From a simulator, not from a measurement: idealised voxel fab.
The process module presented herein is designated voxel wiring stack.
285 nm wide, 5 nm square cells: that's cross-section cut.
Cross-section spec: square-cell grid; bands listed top down; each band is one or more rows. Within each band entry, the heights of the top and of the bottom of the band appear first, in that order and in nm; the materials of the band then follow from left to right, each with its corresponding width in nm. The designation "full width" on a single material indicates that it fills the band from edge to edge; the designation "empty" indicates empty space. Height 0 is the level under which the wafer as received is all one material. The lowest band goes on downwards, as in "z 0 and below". Graded width ("30..40"): value in top row of band = first number; value in bottom row = second number; row-to-row change constant. Key: "no change occurred" - step with no changed cell in the cross-section. Entry "closed voids" = empty spaces >= 8 cells with no open way to the top; each as width x height at distance, distance from left edge, all nm. Where a step's line continues beyond its settings, the continuation is a remark by the simulator itself on that step. What "overlay nm" on a step's line means: if the step has a mask, that mask lay this far to the right of its planned place, or, when the value is negative, to the left.

The process steps that were planned are listed below:
- 1: RECEIVE | material Si
- 2: CONFORMAL_DEP | material SiO2 | thk nm 15
- 3: DIRECTIONAL_DEP | material TiN | thk nm 5
- 4: DIRECTIONAL_DEP | material Ru | thk nm 15
- 5: PATTERN | tone cover | mask id METAL_1 | material resist | width nm 30 | pitch nm 45 | thk nm 15 | overlay nm 0
- 6: DIRECTIONAL_ETCH | etch materials Ru | depth nm 15
- 7: DIRECTIONAL_ETCH | etch materials TiN | depth nm 5
- 8: STRIP | etch materials resist
- 9: CONFORMAL_DEP | material SiCN | thk nm 5
- 10: FILL_DEP | material SiO2 | thk nm 10
- 11: CMP | height nm 35
- 12: CONFORMAL_DEP | material SiCN | thk nm 5
- 13: DIRECTIONAL_DEP | material lowk | thk nm 20
- 14: DIRECTIONAL_DEP | material aC | thk nm 10
- 15: PATTERN | tone open | mask id PLUG_1 | material resist | width nm 15 | thk nm 25 | overlay nm 0
- 16: DIRECTIONAL_ETCH | etch materials aC | depth nm 10
- 17: STRIP | etch materials resist
- 18: DIRECTIONAL_ETCH | etch materials lowk | depth nm 20
- 19: DIRECTIONAL_ETCH | etch materials SiCN | depth nm 5
- 20: STRIP | etch materials aC
- 21: CONFORMAL_DEP | material TiN | thk nm 5
- 22: FILL_DEP | material W | thk nm 10
- 23: CMP | height nm 60
- 24: CONFORMAL_DEP | material SiCN | thk nm 5
- 25: DIRECTIONAL_DEP | material SiO2 | thk nm 15
- 26: MASKED_ETCH | tone open | mask id METAL_2 | width nm 30 | pitch nm 45 | etch materials SiO2 | depth nm 15 | overlay nm 0
- 27: MASKED_ETCH | tone open | mask id METAL_2 | width nm 30 | pitch nm 45 | etch materials SiCN | depth nm 5 | overlay nm 0
- 28: CONFORMAL_DEP | material TiN | thk nm 5
- 29: FILL_DEP | material Cu | thk nm 10
- 30: CMP | height nm 80
- 31: CONFORMAL_DEP | material SiCN | thk nm 5
- 32: DIRECTIONAL_DEP | material lowk | thk nm 10
- 33: MASKED_ETCH | tone open | mask id PLUG_2 | width nm 15 | etch materials lowk | depth nm 10 | overlay nm 0
- 34: MASKED_ETCH | tone open | mask id PLUG_2 | width nm 15 | etch materials SiCN | depth nm 5 | overlay nm 0
- 35: EPI | material Ru | thk nm 10
- 36: EPI | material Ru | thk nm 5
- 37: CONFORMAL_DEP | material SiN | thk nm 5
- 38: DIRECTIONAL_DEP | material SiO2 | thk nm 15
- 39: DIRECTIONAL_DEP | material aC | thk nm 15
- 40: PATTERN | tone open | mask id METAL_3 | material resist | width nm 30 | pitch nm 45 | thk nm 35 | overlay nm 0
- 41: DIRECTIONAL_ETCH | etch materials aC | depth nm 15
- 42: STRIP | etch materials resist
- 43: DIRECTIONAL_ETCH | etch materials SiO2 | depth nm 15
- 44: DIRECTIONAL_ETCH | etch materials SiN | depth nm 5
- 45: STRIP | etch materials aC
- 46: CONFORMAL_DEP | material TiN | thk nm 5
- 47: FILL_DEP | material Ru | thk nm 10
- 48: CMP | height nm 115
- 49: CONFORMAL_DEP | material SiCN | thk nm 5
- 50: DIRECTIONAL_DEP | material lowk | thk nm 30
- 51: PATTERN | tone open | mask id METAL_4_HOLES | material resist | width nm 15 | thk nm 20 | overlay nm 0
- 52: DIRECTIONAL_ETCH | etch materials lowk | depth nm 30
- 53: STRIP | etch materials resist
- 54: PATTERN | tone open | mask id METAL_4 | material resist | width nm 30 | pitch nm 45 | thk nm 15 | overlay nm 0
- 55: DIRECTIONAL_ETCH | etch materials lowk | depth nm 20
- 56: DIRECTIONAL_ETCH | etch materials SiCN | depth nm 5
- 57: STRIP | etch materials resist
- 58: CONFORMAL_DEP | material TiN | thk nm 5
- 59: FILL_DEP | material Cu | thk nm 5
- 60: CMP | height nm 150
- 61: CONFORMAL_DEP | material SiN | thk nm 5

Incoming wafer, cross-sectional view, post step 1:
- z 0 and below | Si full width
- closed voids: none

End-of-module cross-section of the first of two wafers, processed as planned:
- z 155 to 150 | SiN full width
- z 150 to 135 | 105 of lowk | 5 of TiN | 20 of Cu | 5 of TiN | 15 of lowk | 5 of TiN | 20 of Cu | 5 of TiN | 105 of lowk
- z 135 to 130 | 105 of lowk | 5 of TiN | 5 of Cu | 20 of TiN | 15 of lowk | 30 of TiN | 105 of lowk
- z 130 to 120 | 105 of lowk | 5 of TiN | 5 of Cu | 5 of TiN | 165 of lowk
- z 120 to 115 | 105 of SiCN | 15 of TiN | 165 of SiCN
- z 115 to 100 | 105 of SiO2 | 5 of TiN | 20 of Ru | 5 of TiN | 15 of SiO2 | 5 of TiN | 20 of Ru | 5 of TiN | 105 of SiO2
- z 100 to 95 | 105 of SiN | 30 of TiN | 15 of SiN | 30 of TiN | 105 of SiN
- z 95 to 85 | 105 of lowk | 15 of Ru | 165 of lowk
- z 85 to 80 | 105 of SiCN | 15 of Ru | 165 of SiCN
- z 80 to 65 | 105 of SiO2 | 5 of TiN | 20 of Cu | 5 of TiN | 15 of SiO2 | 5 of TiN | 20 of Cu | 5 of TiN | 105 of SiO2
- z 65 to 60 | 105 of SiCN | 30 of TiN | 15 of SiCN | 30 of TiN | 105 of SiCN
- z 60 to 40 | 105 of lowk | 5 of TiN | 5 of W | 5 of TiN | 165 of lowk
- z 40 to 35 | 105 of SiCN | 15 of TiN | 165 of SiCN
- z 35 to 20 | 100 of SiO2 | 5 of SiCN | 30 of Ru | 5 of SiCN | 5 of SiO2 | 5 of SiCN | 30 of Ru | 5 of SiCN | 100 of SiO2
- z 20 to 15 | 105 of SiCN | 30 of TiN | 15 of SiCN | 30 of TiN | 105 of SiCN
- z 15 to 0 | SiO2 full width
- z 0 and below | Si full width
- closed voids: none

Same start, same plan as the first wafer - but one mistake in the run. Cross-section of the second of the two at the end of the module:
- z 155 to 150 | SiN full width
- z 150 to 135 | 105 of lowk | 5 of TiN | 20 of Cu | 5 of TiN | 15 of lowk | 5 of TiN | 20 of Cu | 5 of TiN | 105 of lowk
- z 135 to 130 | 105 of lowk | 5 of TiN | 5 of Cu | 20 of TiN | 15 of lowk | 30 of TiN | 105 of lowk
- z 130 to 120 | 105 of lowk | 5 of TiN | 5 of Cu | 5 of TiN | 165 of lowk
- z 120 to 115 | 105 of SiCN | 15 of TiN | 165 of SiCN
- z 115 to 110 | 85 of Ru | 5 of TiN | 15 of SiO2 | 5 of TiN | 175 of Ru
- z 110 to 105 | 90 of TiN | 15 of SiO2 | 5 of TiN | 20 of Ru | 25 of TiN | 20 of Ru | 110 of TiN
- z 105 to 100 | 105 of SiO2 | 5 of TiN | 20 of Ru | 5 of TiN | 15 of SiO2 | 5 of TiN | 20 of Ru | 5 of TiN | 105 of SiO2
- z 100 to 95 | 90 of SiO2 | 15 of SiN | 30 of TiN | 15 of SiO2 | 5 of TiN | 20 of Ru | 5 of TiN | 105 of SiO2
- z 95 to 90 | 90 of SiO2 | 5 of SiN | 35 of Ru | 5 of SiN | 15 of SiO2 | 5 of TiN | 20 of Ru | 5 of TiN | 105 of SiO2
- z 90 to 85 | 95 of SiN | 35 of Ru | 20 of SiN | 30 of TiN | 105 of SiN
- z 85 to 80 | 105 of SiCN | 15 of Ru | 165 of SiCN
- z 80 to 65 | 105 of SiO2 | 5 of TiN | 20 of Cu | 5 of TiN | 15 of SiO2 | 5 of TiN | 20 of Cu | 5 of TiN | 105 of SiO2
- z 65 to 60 | 105 of SiCN | 30 of TiN | 15 of SiCN | 30 of TiN | 105 of SiCN
- z 60 to 40 | 105 of lowk | 5 of TiN | 5 of W | 5 of TiN | 165 of lowk
- z 40 to 35 | 105 of SiCN | 15 of TiN | 165 of SiCN
- z 35 to 20 | 100 of SiO2 | 5 of SiCN | 30 of Ru | 5 of SiCN | 5 of SiO2 | 5 of SiCN | 30 of Ru | 5 of SiCN | 100 of SiO2
- z 20 to 15 | 105 of SiCN | 30 of TiN | 15 of SiCN | 30 of TiN | 105 of SiCN
- z 15 to 0 | SiO2 full width
- z 0 and below | Si full width
- closed voids: none
What was the processing mistake? the plan's step 32 went unexecuted, having been skipped
Final tally in cells, some materials are higher or lower on the second wafer than on the first: 60 more of Ru, 4 more of SiN, 44 more of TiN, 108 fewer of lowk
